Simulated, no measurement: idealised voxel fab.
Proc. module: voxel ribs on slabs
We display cut, a cross-section 220 nm in width whose square cells are each 5 nm.
For the purposes of this document, a cross-section shall be understood as a grid of square cells, specified as bands listed in top-to-bottom order, each band consisting of one or more rows of cells. Quick guide to a band line: top height, bottom height (nm) up front; then every material left to right with its width in nm. Only one material and it's marked "everywhere"? Then it fills the band edge to edge. And "empty" just means empty space. Measure heights from 0. That's the level where, below it, the as-received wafer is all one material. The lowest band is bottomless and extends downward; write it as in "0 down". The notation "30 to 40" denotes a width that varies across the rows of cells in the band, beginning at the first number in the top row, finishing at the second number in the bottom row, and changing by an identical amount from each row to the next. A step reported as "all unchanged" is a step in which no cell of the cross-section changed. "Entrapped void list" contains a list of empty spaces, each no smaller than 8 cells and without an open way to the top, written in the form width x height at distance with the distance from the left edge and all three in nm. On each step's line, the part that comes after the settings is the simulator's own comment on the step. overlay nm: mask offset rightward from planned place, masked step; negative means leftward offset.
## Process steps foreseen in the plan
1: RECEIVE | material Si
2: DIRECTIONAL_DEP | material SiO2 | thk nm 20
3: DIRECTIONAL_DEP | material polySi | thk nm 25
4: MASKED_ETCH | tone cover | mask id RIB | width nm 20 | etch materials polySi | depth nm 15 | overlay nm 0
5: PATTERN | tone cover | mask id SLAB | material resist | width nm 50 | thk nm 20 | overlay nm 0
6: DIRECTIONAL_ETCH | etch materials polySi | depth nm 10
7: STRIP | etch materials resist
8: FILL_DEP | material SiO2 | thk nm 20
9: CMP | height nm 60
10: DIRECTIONAL_DEP | material W | thk nm 5
11: PATTERN | tone cover | mask id HEATER | material resist | width nm 30 | thk nm 20 | overlay nm 0
12: DIRECTIONAL_ETCH | etch materials W | depth nm 5
13: STRIP | etch materials resist
14: CONFORMAL_DEP | material SiN | thk nm 5
## Wafer as received: cross-section following step 1
> 0 down: Si everywhere
> Entrapped void list: none
## What the wafer looks like in cross-section after this module, when it starts as shown above and follows the plan above but one mistake is made in running it
> 70 to 65: 95 nm empty  40 nm SiN  85 nm empty
> 65 to 60: 100 nm SiN  30 nm W  90 nm SiN
> 60 to 45: SiO2 everywhere
> 45 to 30: 100 nm SiO2  20 nm polySi  100 nm SiO2
> 30 to 20: 85 nm SiO2  50 nm polySi  85 nm SiO2
> 20 to 0: SiO2 everywhere
> 0 down: Si everywhere
> Entrapped void list: none
The plan and the run diverged here: contrary to plan, step 11 was performed as PATTERN | tone cover | mask id HEATER | material resist | width nm 30 | thk nm 20 | overlay nm 5
